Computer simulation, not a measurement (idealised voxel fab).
Process module heading - voxel wiring stack
Each square cell in cross-section cut measures 5 nm, and the section as a whole is 235 nm wide.
Think of the cross-section as a grid of square cells. We describe it in bands, top to bottom, and each band covers one or more rows of those cells.
Band: top height; bottom height; in nm. Then, left to right: material with width in nm, for each material. "all across": a single material spanning edge to edge. "air": empty space.
Note: height 0 marks the level under which the wafer is uniformly one material as received. Lowest band unbounded below, written "top 0, no bottom".
It should be noted that a width expressed as "30 to 40" varies in equal increments from row to row of cells within the band, taking the value of the first number at the top row and that of the second number at the bottom row.
The cross-section has no changed cell in any step marked "no change".
"Enclosed cavities": empty spaces of 8 cells or more with no open way to the top, each given as width x height at distance, distance from the left edge, all in nm.
after a step's settings: what the simulator itself notes on the step
Each step line may optionally specify "overlay nm", which for a step with a mask gives the rightward distance between the mask's planned place and where it lay, a negative value indicating the leftward direction.
## plan
1: RECEIVE,material Si
2: CONFORMAL_DEP,material SiO2,thk nm 10
3: DIRECTIONAL_DEP,material TiN,thk nm 5
4: DIRECTIONAL_DEP,material W,thk nm 20
5: PATTERN,tone cover,mask id METAL_1,material resist,width nm 30,pitch nm 45,thk nm 20,overlay nm 0
6: DIRECTIONAL_ETCH,etch materials W,depth nm 20
7: DIRECTIONAL_ETCH,etch materials TiN,depth nm 5
8: STRIP,etch materials resist
9: FILL_DEP,material lowk,thk nm 5
10: CMP,height nm 35
11: CONFORMAL_DEP,material SiCN,thk nm 5
12: DIRECTIONAL_DEP,material SiO2,thk nm 20
13: DIRECTIONAL_DEP,material aC,thk nm 15
14: PATTERN,tone open,mask id PLUG_1,material resist,width nm 15,pitch nm 45,thk nm 35,overlay nm 0
15: DIRECTIONAL_ETCH,etch materials aC,depth nm 15
16: STRIP,etch materials resist
17: DIRECTIONAL_ETCH,etch materials SiO2,depth nm 20
18: DIRECTIONAL_ETCH,etch materials SiCN,depth nm 5
19: STRIP,etch materials aC
20: CONFORMAL_DEP,material TiN,thk nm 5
21: FILL_DEP,material W,thk nm 10
22: CMP,height nm 60
23: CONFORMAL_DEP,material SiCN,thk nm 5
24: DIRECTIONAL_DEP,material lowk,thk nm 20
25: PATTERN,tone open,mask id METAL_2,material resist,width nm 30,pitch nm 45,thk nm 15,overlay nm 0
26: DIRECTIONAL_ETCH,etch materials lowk,depth nm 20
27: DIRECTIONAL_ETCH,etch materials SiCN,depth nm 5
28: STRIP,etch materials resist
29: CONFORMAL_DEP,material TiN,thk nm 5
30: FILL_DEP,material Cu,thk nm 5
31: CMP,height nm 85
32: CONFORMAL_DEP,material SiCN,thk nm 5
33: DIRECTIONAL_DEP,material SiO2,thk nm 30
34: PATTERN,tone open,mask id METAL_3,material resist,width nm 30,pitch nm 45,thk nm 15,overlay nm 0
35: DIRECTIONAL_ETCH,etch materials SiO2,depth nm 20
36: STRIP,etch materials resist
37: PATTERN,tone open,mask id METAL_3_HOLES,material resist,width nm 15,pitch nm 90,thk nm 20,overlay nm 0
38: DIRECTIONAL_ETCH,etch materials SiO2,depth nm 10
39: DIRECTIONAL_ETCH,etch materials SiCN,depth nm 5
40: STRIP,etch materials resist
41: CONFORMAL_DEP,material TiN,thk nm 5
42: FILL_DEP,material Cu,thk nm 5
43: CMP,height nm 120
44: CONFORMAL_DEP,material SiCN,thk nm 5
45: DIRECTIONAL_DEP,material lowk,thk nm 30
46: PATTERN,tone open,mask id METAL_4,material resist,width nm 30,pitch nm 45,thk nm 20,overlay nm 0
47: DIRECTIONAL_ETCH,etch materials lowk,depth nm 15
48: STRIP,etch materials resist
49: MASKED_ETCH,tone open,mask id METAL_4_HOLES,width nm 15,pitch nm 45,etch materials lowk,depth nm 15,overlay nm 0
50: MASKED_ETCH,tone open,mask id METAL_4_HOLES,width nm 15,pitch nm 45,etch materials SiCN,depth nm 5,overlay nm 0
51: CONFORMAL_DEP,material TiN,thk nm 5
52: FILL_DEP,material Cu,thk nm 10
53: CMP,height nm 155
54: CONFORMAL_DEP,material SiN,thk nm 5
Among the wafers covered here, the point of difference is the width nm at step 14; their starting state is shared, and the plan presents the value of the first wafer.
## Incoming state of the first of several wafers in cross-section: after step 1
    top 0, no bottom | Si all across
    Enclosed cavities: none
## After the module's final step, step 54: the first of several wafers in cross-section
    top 160, bottom 155 | SiN all across
    top 155, bottom 145 | lowk=55 / TiN=5 / Cu=20 / TiN=5 / lowk=15 / TiN=5 / Cu=20 / TiN=5 / lowk=15 / TiN=5 / Cu=20 / TiN=5 / lowk=60
    top 145, bottom 140 | lowk=55 / TiN=5 / Cu=5 / TiN=20 / lowk=15 / TiN=5 / Cu=5 / TiN=20 / lowk=15 / TiN=5 / Cu=5 / TiN=20 / lowk=60
    top 140, bottom 125 | lowk=55 / TiN=5 / Cu=5 / TiN=5 / lowk=30 / TiN=5 / Cu=5 / TiN=5 / lowk=30 / TiN=5 / Cu=5 / TiN=5 / lowk=75
    top 125, bottom 120 | SiCN=55 / TiN=15 / SiCN=30 / TiN=15 / SiCN=30 / TiN=15 / SiCN=75
    top 120, bottom 105 | SiO2=55 / TiN=5 / Cu=20 / TiN=5 / SiO2=15 / TiN=5 / Cu=20 / TiN=5 / SiO2=15 / TiN=5 / Cu=20 / TiN=5 / SiO2=60
    top 105, bottom 100 | SiO2=55 / TiN=5 / Cu=5 / TiN=20 / SiO2=15 / TiN=30 / SiO2=15 / TiN=5 / Cu=5 / TiN=20 / SiO2=60
    top 100, bottom 90 | SiO2=55 / TiN=5 / Cu=5 / TiN=5 / SiO2=75 / TiN=5 / Cu=5 / TiN=5 / SiO2=75
    top 90, bottom 85 | SiCN=55 / TiN=15 / SiCN=75 / TiN=15 / SiCN=75
    top 85, bottom 65 | lowk=55 / TiN=5 / Cu=20 / TiN=5 / lowk=15 / TiN=5 / Cu=20 / TiN=5 / lowk=15 / TiN=5 / Cu=20 / TiN=5 / lowk=60
    top 65, bottom 60 | SiCN=55 / TiN=30 / SiCN=15 / TiN=30 / SiCN=15 / TiN=30 / SiCN=60
    top 60, bottom 40 | SiO2=55 / TiN=5 / W=5 / TiN=5 / SiO2=30 / TiN=5 / W=5 / TiN=5 / SiO2=30 / TiN=5 / W=5 / TiN=5 / SiO2=75
    top 40, bottom 35 | SiCN=55 / TiN=15 / SiCN=30 / TiN=15 / SiCN=30 / TiN=15 / SiCN=75
    top 35, bottom 15 | lowk=55 / W=30 / lowk=15 / W=30 / lowk=15 / W=30 / lowk=60
    top 15, bottom 10 | lowk=55 / TiN=30 / lowk=15 / TiN=30 / lowk=15 / TiN=30 / lowk=60
    top 10, bottom 0 | SiO2 all across
    top 0, no bottom | Si all across
    Enclosed cavities: none
## Cross-section, last wafer, module completion
    top 160, bottom 155 | SiN all across
    top 155, bottom 145 | lowk=55 / TiN=5 / Cu=20 / TiN=5 / lowk=15 / TiN=5 / Cu=20 / TiN=5 / lowk=15 / TiN=5 / Cu=20 / TiN=5 / lowk=60
    top 145, bottom 140 | lowk=55 / TiN=5 / Cu=5 / TiN=20 / lowk=15 / TiN=5 / Cu=5 / TiN=20 / lowk=15 / TiN=5 / Cu=5 / TiN=20 / lowk=60
    top 140, bottom 125 | lowk=55 / TiN=5 / Cu=5 / TiN=5 / lowk=30 / TiN=5 / Cu=5 / TiN=5 / lowk=30 / TiN=5 / Cu=5 / TiN=5 / lowk=75
    top 125, bottom 120 | SiCN=55 / TiN=15 / SiCN=30 / TiN=15 / SiCN=30 / TiN=15 / SiCN=75
    top 120, bottom 105 | SiO2=55 / TiN=5 / Cu=20 / TiN=5 / SiO2=15 / TiN=5 / Cu=20 / TiN=5 / SiO2=15 / TiN=5 / Cu=20 / TiN=5 / SiO2=60
    top 105, bottom 100 | SiO2=55 / TiN=5 / Cu=5 / TiN=20 / SiO2=15 / TiN=30 / SiO2=15 / TiN=5 / Cu=5 / TiN=20 / SiO2=60
    top 100, bottom 90 | SiO2=55 / TiN=5 / Cu=5 / TiN=5 / SiO2=75 / TiN=5 / Cu=5 / TiN=5 / SiO2=75
    top 90, bottom 85 | SiCN=55 / TiN=15 / SiCN=75 / TiN=15 / SiCN=75
    top 85, bottom 65 | lowk=55 / TiN=5 / Cu=20 / TiN=5 / lowk=15 / TiN=5 / Cu=20 / TiN=5 / lowk=15 / TiN=5 / Cu=20 / TiN=5 / lowk=60
    top 65, bottom 60 | SiCN=55 / TiN=30 / SiCN=15 / TiN=30 / SiCN=15 / TiN=30 / SiCN=60
    top 60, bottom 40 | SiO2=50 / TiN=5 / W=20 / TiN=5 / SiO2=15 / TiN=5 / W=20 / TiN=5 / SiO2=15 / TiN=5 / W=20 / TiN=5 / SiO2=65
    top 40, bottom 35 | SiCN=50 / TiN=30 / SiCN=15 / TiN=30 / SiCN=15 / TiN=30 / SiCN=65
    top 35, bottom 15 | lowk=55 / W=30 / lowk=15 / W=30 / lowk=15 / W=30 / lowk=60
    top 15, bottom 10 | lowk=55 / TiN=30 / lowk=15 / TiN=30 / lowk=15 / TiN=30 / lowk=60
    top 10, bottom 0 | SiO2 all across
    top 0, no bottom | Si all across
    Enclosed cavities: none
## Wafer rows, end of module: cells per material gained (+) or lost (-) since receipt; closed voids last
width nm 15; +126 Cu; +146 SiCN; +47 SiN; +444 SiO2; +195 TiN; +84 W; +462 lowk; Enclosed cavities: none
width nm 20; +126 Cu; +143 SiCN; +47 SiN; +432 SiO2; +198 TiN; +96 W; +462 lowk; Enclosed cavities: none
width nm 25; +126 Cu; +140 SiCN; +47 SiN; +420 SiO2; +201 TiN; +108 W; +462 lowk; Enclosed cavities: none
width nm 30; +126 Cu; +137 SiCN; +47 SiN; +408 SiO2; +204 TiN; +120 W; +462 lowk; Enclosed cavities: none
